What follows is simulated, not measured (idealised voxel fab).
The document below concerns the process module designated voxel air gaps.
Xsec cut, 175 nm wide, square cell size 5 nm.
A cross-section in this document is a grid of square cells, and it is written down as bands, the top band listed before the ones below it; a band is made up of one or more rows of cells.
Band: top and bottom heights (nm) first, top before bottom; then materials from left to right, widths in nm. "edge to edge" marks a sole material filling the band edge to edge. "air" denotes empty space.
All heights in this document are referenced to 0, defined as the level beneath which the wafer, as received, consists entirely of one material. The lowest band is not bounded below; it extends indefinitely downward and is written in the form "z 0 and below".
The two numbers in a width such as "30..40" mark its ends across the band: the first belongs to the top row of cells, the second to the bottom row, and from each row to the next the width moves by the same amount.
It should be understood that the words "nothing changed", when stated for a given step, signify that the cross-section underwent no change in any of its cells during that step.
For the entry "Closed void list", the listed items are empty spaces with no open way to the top whose size is 8 cells or more; each item follows the pattern width x height at distance, where distance is from the left edge and all three are in nm.
Whatever follows a step's settings on its line is a remark the simulator itself makes about that step.
overlay nm, on a step with a mask: how far to the right of its planned place the mask lay; to the left if negative
## plan
1,RECEIVE,material Si
2,CONFORMAL_DEP,material SiO2,thk nm 10
3,CONFORMAL_DEP,material SiCN,thk nm 5
4,DIRECTIONAL_DEP,material lowk,thk nm 40
5,DIRECTIONAL_DEP,material aC,thk nm 15
6,PATTERN,tone open,mask id LINES,material resist,width nm 15,pitch nm 40,thk nm 30,overlay nm 0
7,DIRECTIONAL_ETCH,etch materials aC,depth nm 15
8,STRIP,etch materials resist
9,DIRECTIONAL_ETCH,etch materials lowk,depth nm 40
10,STRIP,etch materials aC
11,CONFORMAL_DEP,material TiN,thk nm 5
12,FILL_DEP,material W,thk nm 5
13,CMP,height nm 55
14,EPI,material Ru,thk nm 10
15,SELECTIVE_ETCH,etch materials lowk,depth nm 50
16,CONFORMAL_DEP,material SiCN,thk nm 5
## First wafer out of two, processed as planned
## Cross-section of the incoming wafer, state after step 1
    z 0 and below: Si edge to edge
    Closed void list: none
## Wafer section view after processing step 2
    z 10 to 0: SiO2 edge to edge
    At heights below 0, the structure remains unaltered.
## Wafer section view after processing step 3
    z 15 to 10: SiCN edge to edge
    At heights below 10, the structure remains unaltered.
## Wafer section view after processing step 4
    z 55 to 15: lowk edge to edge
    At heights below 15, the structure remains unaltered.
## Wafer section view after processing step 5
    z 70 to 55: aC edge to edge
    At heights below 55, the structure remains unaltered.
## Wafer section view after processing step 6
    z 100 to 70: resist: 20, air: 15, resist: 25, air: 15, resist: 25, air: 15, resist: 25, air: 15, resist: 20
    At heights below 70, the structure remains unaltered.
## Wafer section view after processing step 7
    z 85 to 70: resist: 20, air: 15, resist: 25, air: 15, resist: 25, air: 15, resist: 25, air: 15, resist: 20
    z 70 to 55: aC: 20, air: 15, aC: 25, air: 15, aC: 25, air: 15, aC: 25, air: 15, aC: 20
    At heights below 55, the structure remains unaltered.
## Wafer section view after processing step 8
    z 70 to 55: aC: 20, air: 15, aC: 25, air: 15, aC: 25, air: 15, aC: 25, air: 15, aC: 20
    At heights below 55, the structure remains unaltered.
## Wafer section view after processing step 9
    z 70 to 55: aC: 20, air: 15, aC: 25, air: 15, aC: 25, air: 15, aC: 25, air: 15, aC: 20
    z 55 to 15: lowk: 20, air: 15, lowk: 25, air: 15, lowk: 25, air: 15, lowk: 25, air: 15, lowk: 20
    At heights below 15, the structure remains unaltered.
## Wafer section view after processing step 10
    z 55 to 15: lowk: 20, air: 15, lowk: 25, air: 15, lowk: 25, air: 15, lowk: 25, air: 15, lowk: 20
    At heights below 15, the structure remains unaltered.
## Wafer section view after processing step 11
    z 60 to 55: TiN: 25, air: 5, TiN: 35, air: 5, TiN: 35, air: 5, TiN: 35, air: 5, TiN: 25
    z 55 to 20: lowk: 20, TiN: 5, air: 5, TiN: 5, lowk: 25, TiN: 5, air: 5, TiN: 5, lowk: 25, TiN: 5, air: 5, TiN: 5, lowk: 25, TiN: 5, air: 5, TiN: 5, lowk: 20
    z 20 to 15: lowk: 20, TiN: 15, lowk: 25, TiN: 15, lowk: 25, TiN: 15, lowk: 25, TiN: 15, lowk: 20
    At heights below 15, the structure remains unaltered.
## Wafer section view after processing step 12
    z 65 to 60: W edge to edge
    z 60 to 55: TiN: 25, W: 5, TiN: 35, W: 5, TiN: 35, W: 5, TiN: 35, W: 5, TiN: 25
    z 55 to 20: lowk: 20, TiN: 5, W: 5, TiN: 5, lowk: 25, TiN: 5, W: 5, TiN: 5, lowk: 25, TiN: 5, W: 5, TiN: 5, lowk: 25, TiN: 5, W: 5, TiN: 5, lowk: 20
    At heights below 20, the structure remains unaltered.
## Wafer section view after processing step 13
    z 55 to 20: lowk: 20, TiN: 5, W: 5, TiN: 5, lowk: 25, TiN: 5, W: 5, TiN: 5, lowk: 25, TiN: 5, W: 5, TiN: 5, lowk: 25, TiN: 5, W: 5, TiN: 5, lowk: 20
    At heights below 20, the structure remains unaltered.
## Wafer section view after processing step 14
    z 65 to 55: air: 10, Ru: 35, air: 5, Ru: 35, air: 5, Ru: 35, air: 5, Ru: 35, air: 10
    At heights below 55, the structure remains unaltered.
## Wafer section view after processing step 15
    z 65 to 55: air: 10, Ru: 35, air: 5, Ru: 35, air: 5, Ru: 35, air: 5, Ru: 35, air: 10
    z 55 to 20: air: 20, TiN: 5, W: 5, TiN: 5, air: 25, TiN: 5, W: 5, TiN: 5, air: 25, TiN: 5, W: 5, TiN: 5, air: 25, TiN: 5, W: 5, TiN: 5, air: 20
    z 20 to 15: air: 20, TiN: 15, air: 25, TiN: 15, air: 25, TiN: 15, air: 25, TiN: 15, air: 20
    At heights below 15, the structure remains unaltered.
## Wafer section view after processing step 16
    z 70 to 65: air: 5, SiCN: 165, air: 5
    z 65 to 55: air: 5, SiCN: 5, Ru: 35, SiCN: 5, Ru: 35, SiCN: 5, Ru: 35, SiCN: 5, Ru: 35, SiCN: 5, air: 5
    z 55 to 50: air: 5, SiCN: 15, TiN: 5, W: 5, TiN: 5, SiCN: 25, TiN: 5, W: 5, TiN: 5, SiCN: 25, TiN: 5, W: 5, TiN: 5, SiCN: 25, TiN: 5, W: 5, TiN: 5, SiCN: 15, air: 5
    z 50 to 20: air: 15, SiCN: 5, TiN: 5, W: 5, TiN: 5, SiCN: 5, air: 15, SiCN: 5, TiN: 5, W: 5, TiN: 5, SiCN: 5, air: 15, SiCN: 5, TiN: 5, W: 5, TiN: 5, SiCN: 5, air: 15, SiCN: 5, TiN: 5, W: 5, TiN: 5, SiCN: 5, air: 15
    z 20 to 15: SiCN: 20, TiN: 15, SiCN: 25, TiN: 15, SiCN: 25, TiN: 15, SiCN: 25, TiN: 15, SiCN: 20
    At heights below 15, the structure remains unaltered.
    Closed void list: 15 x 30 at 40; 15 x 30 at 80; 15 x 30 at 120
## Wafer two of the pair: same origin, same plan, one error during the run; identical to wafer one up to and including step 1
## Here is the second wafer in cross-section at the point where step 2 of the plan should have been done
    z 5 to 0: SiCN edge to edge
    At heights below 0, the structure remains unaltered.
## Here is the second wafer in cross-section at the point where step 3 of the plan should have been done
    z 15 to 5: SiO2 edge to edge
    At heights below 5, the structure remains unaltered.
## Here is the second wafer in cross-section at the point where step 4 of the plan should have been done
    z 55 to 15: lowk edge to edge
    At heights below 15, the structure remains unaltered.
## Here is the second wafer in cross-section at the point where step 5 of the plan should have been done
    z 70 to 55: aC edge to edge
    At heights below 55, the structure remains unaltered.
## Here is the second wafer in cross-section at the point where step 6 of the plan should have been done
    z 100 to 70: resist: 20, air: 15, resist: 25, air: 15, resist: 25, air: 15, resist: 25, air: 15, resist: 20
    At heights below 70, the structure remains unaltered.
## Here is the second wafer in cross-section at the point where step 7 of the plan should have been done
    z 85 to 70: resist: 20, air: 15, resist: 25, air: 15, resist: 25, air: 15, resist: 25, air: 15, resist: 20
    z 70 to 55: aC: 20, air: 15, aC: 25, air: 15, aC: 25, air: 15, aC: 25, air: 15, aC: 20
    At heights below 55, the structure remains unaltered.
## Here is the second wafer in cross-section at the point where step 8 of the plan should have been done
    z 70 to 55: aC: 20, air: 15, aC: 25, air: 15, aC: 25, air: 15, aC: 25, air: 15, aC: 20
    At heights below 55, the structure remains unaltered.
## Here is the second wafer in cross-section at the point where step 9 of the plan should have been done
    z 70 to 55: aC: 20, air: 15, aC: 25, air: 15, aC: 25, air: 15, aC: 25, air: 15, aC: 20
    z 55 to 15: lowk: 20, air: 15, lowk: 25, air: 15, lowk: 25, air: 15, lowk: 25, air: 15, lowk: 20
    At heights below 15, the structure remains unaltered.
## Here is the second wafer in cross-section at the point where step 10 of the plan should have been done
    z 55 to 15: lowk: 20, air: 15, lowk: 25, air: 15, lowk: 25, air: 15, lowk: 25, air: 15, lowk: 20
    At heights below 15, the structure remains unaltered.
## Here is the second wafer in cross-section at the point where step 11 of the plan should have been done
    z 60 to 55: TiN: 25, air: 5, TiN: 35, air: 5, TiN: 35, air: 5, TiN: 35, air: 5, TiN: 25
    z 55 to 20: lowk: 20, TiN: 5, air: 5, TiN: 5, lowk: 25, TiN: 5, air: 5, TiN: 5, lowk: 25, TiN: 5, air: 5, TiN: 5, lowk: 25, TiN: 5, air: 5, TiN: 5, lowk: 20
    z 20 to 15: lowk: 20, TiN: 15, lowk: 25, TiN: 15, lowk: 25, TiN: 15, lowk: 25, TiN: 15, lowk: 20
    At heights below 15, the structure remains unaltered.
## Here is the second wafer in cross-section at the point where step 12 of the plan should have been done
    z 65 to 60: W edge to edge
    z 60 to 55: TiN: 25, W: 5, TiN: 35, W: 5, TiN: 35, W: 5, TiN: 35, W: 5, TiN: 25
    z 55 to 20: lowk: 20, TiN: 5, W: 5, TiN: 5, lowk: 25, TiN: 5, W: 5, TiN: 5, lowk: 25, TiN: 5, W: 5, TiN: 5, lowk: 25, TiN: 5, W: 5, TiN: 5, lowk: 20
    At heights below 20, the structure remains unaltered.
## Here is the second wafer in cross-section at the point where step 13 of the plan should have been done
    z 55 to 20: lowk: 20, TiN: 5, W: 5, TiN: 5, lowk: 25, TiN: 5, W: 5, TiN: 5, lowk: 25, TiN: 5, W: 5, TiN: 5, lowk: 25, TiN: 5, W: 5, TiN: 5, lowk: 20
    At heights below 20, the structure remains unaltered.
## Here is the second wafer in cross-section at the point where step 14 of the plan should have been done
    z 65 to 55: air: 10, Ru: 35, air: 5, Ru: 35, air: 5, Ru: 35, air: 5, Ru: 35, air: 10
    At heights below 55, the structure remains unaltered.
## Here is the second wafer in cross-section at the point where step 15 of the plan should have been done
    z 65 to 55: air: 10, Ru: 35, air: 5, Ru: 35, air: 5, Ru: 35, air: 5, Ru: 35, air: 10
    z 55 to 20: air: 20, TiN: 5, W: 5, TiN: 5, air: 25, TiN: 5, W: 5, TiN: 5, air: 25, TiN: 5, W: 5, TiN: 5, air: 25, TiN: 5, W: 5, TiN: 5, air: 20
    z 20 to 15: air: 20, TiN: 15, air: 25, TiN: 15, air: 25, TiN: 15, air: 25, TiN: 15, air: 20
    At heights below 15, the structure remains unaltered.
## Here is the second wafer in cross-section at the point where step 16 of the plan should have been done
    z 70 to 65: air: 5, SiCN: 165, air: 5
    z 65 to 55: air: 5, SiCN: 5, Ru: 35, SiCN: 5, Ru: 35, SiCN: 5, Ru: 35, SiCN: 5, Ru: 35, SiCN: 5, air: 5
    z 55 to 50: air: 5, SiCN: 15, TiN: 5, W: 5, TiN: 5, SiCN: 25, TiN: 5, W: 5, TiN: 5, SiCN: 25, TiN: 5, W: 5, TiN: 5, SiCN: 25, TiN: 5, W: 5, TiN: 5, SiCN: 15, air: 5
    z 50 to 20: air: 15, SiCN: 5, TiN: 5, W: 5, TiN: 5, SiCN: 5, air: 15, SiCN: 5, TiN: 5, W: 5, TiN: 5, SiCN: 5, air: 15, SiCN: 5, TiN: 5, W: 5, TiN: 5, SiCN: 5, air: 15, SiCN: 5, TiN: 5, W: 5, TiN: 5, SiCN: 5, air: 15
    z 20 to 15: SiCN: 20, TiN: 15, SiCN: 25, TiN: 15, SiCN: 25, TiN: 15, SiCN: 25, TiN: 15, SiCN: 20
    At heights below 15, the structure remains unaltered.
    Closed void list: 15 x 30 at 40; 15 x 30 at 80; 15 x 30 at 120
Heads up, the wafer didn't run the way we planned it: step 3 occupied the plan position of step 2, and the converse holds as well
End check, second vs first wafer: material counts in cells match, positions do not.
